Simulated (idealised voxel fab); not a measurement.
Presented below is a process module, voxel quadruple lines.
For reference, the cross-section in this document is cut, with width 225 nm and square cells of 5 nm.
A cross-section is written here as square cells arranged in a grid, and it is given in bands from the top down, each band taking up one or more rows of cells.
Quick guide to a band line: top height, bottom height (nm) up front; then every material left to right with its width in nm. Only one material and it's marked "full width"? Then it fills the band edge to edge. And "empty" just means empty space.
We count height from 0. Below that, the starting wafer is all one material. The lowest band never ends at the bottom but goes on down; see "0 nm and below" for how that is written.
The two numbers in a width such as "30->40" mark its ends across the band: the first belongs to the top row of cells, the second to the bottom row, and from each row to the next the width moves by the same amount.
For the purposes of this document, the phrase "no modifications" attached to a step denotes that no cell within the cross-section was modified by that step.
Closed empty spaces (no open way to the top) of 8 cells or more are what "Enclosed cavities" lists, each as width x height at distance from the left edge, nm for all three.
What comes after the settings on a step's line is commentary from the simulator itself on that step.
"overlay nm" denotes, for a step that has a mask, the displacement of the mask to the right of its planned place, with negative values corresponding to the left.
Here's what the planned process steps look like
1: RECEIVE: material Si
2: CONFORMAL_DEP: material SiO2, thk nm 5
3: DIRECTIONAL_DEP: material W, thk nm 10
4: DIRECTIONAL_DEP: material polySi, thk nm 15
5: DIRECTIONAL_DEP: material aC, thk nm 20
6: PATTERN: tone cover, mask id MANDREL, material resist, width nm 20, thk nm 30, overlay nm 0
7: DIRECTIONAL_ETCH: etch materials aC, depth nm 20
8: STRIP: etch materials resist
9: CONFORMAL_DEP: material SiO2, thk nm 10
10: DIRECTIONAL_ETCH: etch materials SiO2, depth nm 10
11: STRIP: etch materials aC
12: DIRECTIONAL_ETCH: etch materials polySi, depth nm 15
13: STRIP: etch materials SiO2
14: CONFORMAL_DEP: material SiCN, thk nm 5
15: DIRECTIONAL_ETCH: etch materials SiCN, depth nm 5
16: STRIP: etch materials polySi
17: DIRECTIONAL_ETCH: etch materials W, depth nm 10
18: STRIP: etch materials SiCN
19: FILL_DEP: material SiO2, thk nm 10
20: CMP: height nm 15
So this is the incoming wafer in cross-section - it's already been through step 1
    0 nm and below  Si full width
    Enclosed cavities: none
End state of the module in cross-section, given the above starting point and plan and one mistake in execution
    15 nm to 5 nm  95 of SiO2 | 5 of W | 20 of SiO2 | 5 of W | 100 of SiO2
    5 nm to 0 nm  SiO2 full width
    0 nm and below  Si full width
    Enclosed cavities: none
Deviation from plan: it should be noted that step 6 was executed with settings other than those planned, the operation and settings actually applied being PATTERN: tone open, mask id MANDREL, material resist, width nm 20, thk nm 30, overlay nm 0
